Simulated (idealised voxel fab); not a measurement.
Process module heading - voxel air gaps
Cross-section cut: width 300 nm, square cells of 5 nm.
A cross-section is written here as square cells arranged in a grid, and it is given in bands from the top down, each band taking up one or more rows of cells. For a band, the entry starts with two heights in nm, that of the top and then that of the bottom, and carries on with the band's materials in order from left to right, each alongside its width in nm; the word "all across" beside a single material means it fills the band edge to edge, and "empty" means empty space. We count height from 0. Below that, the starting wafer is all one material. The lowest band never ends at the bottom but goes on down; see "0 down" for how that is written. Read "30..40" as a graded width: first number on top, second number at the bottom, same change between each pair of neighbouring rows. The cross-section has no changed cell in any step marked "identical to before". This entry, "Closed void register", enumerates those empty regions of no fewer than 8 cells that possess no open connection to the top. Each region is reported in the form width x height at distance, the distance being taken from the left edge, with all three quantities expressed in nm. Step line, after settings: the simulator's comment on this step. A step line may carry the setting "overlay nm", which, for steps involving a mask, states the distance by which the mask lay to the right of its intended position; negative values denote displacement to the left.
List of planned process steps
| 1 | RECEIVE (material Si) |
| 2 | CONFORMAL_DEP (material SiO2; thk nm 10) |
| 3 | CONFORMAL_DEP (material SiN; thk nm 5) |
| 4 | DIRECTIONAL_DEP (material lowk; thk nm 40) |
| 5 | MASKED_ETCH (tone open; mask id LINES; width nm 15; pitch nm 45; etch materials lowk; depth nm 40; overlay nm -15) |
| 6 | CONFORMAL_DEP (material TiN; thk nm 5) |
| 7 | FILL_DEP (material Ru; thk nm 10) |
| 8 | CMP (height nm 55) |
| 9 | EPI (material Ru; thk nm 10) |
| 10 | SELECTIVE_ETCH (etch materials lowk; depth nm 50) |
| 11 | CONFORMAL_DEP (material SiN; thk nm 5) |
The wafers in this document start out alike and differ in the overlay nm applied at step 5; the plan shows the value used for the first wafer.
Sectional view: first of several wafers, as received, after step 1
    0 down: Si all across
    Closed void register: none
Per-wafer rows below. For each material: cells gained (+) or lost (-) since the wafer was received, as of end of module. Then: closed voids
overlay nm -15 | +63 Ru | +204 SiN | +120 SiO2 | +51 TiN | Closed void register: 20 x 30 at 100; 20 x 30 at 145
overlay nm -10 | +63 Ru | +204 SiN | +120 SiO2 | +51 TiN | Closed void register: 20 x 30 at 105; 20 x 30 at 150
overlay nm -5 | +63 Ru | +204 SiN | +120 SiO2 | +51 TiN | Closed void register: 20 x 30 at 110; 20 x 30 at 155
overlay nm 0 | +63 Ru | +204 SiN | +120 SiO2 | +51 TiN | Closed void register: 20 x 30 at 115; 20 x 30 at 160
overlay nm 5 | +63 Ru | +204 SiN | +120 SiO2 | +51 TiN | Closed void register: 20 x 30 at 120; 20 x 30 at 165
overlay nm 10 | +63 Ru | +204 SiN | +120 SiO2 | +51 TiN | Closed void register: 20 x 30 at 125; 20 x 30 at 170
overlay nm 15 | +63 Ru | +204 SiN | +120 SiO2 | +51 TiN | Closed void register: 20 x 30 at 130; 20 x 30 at 175
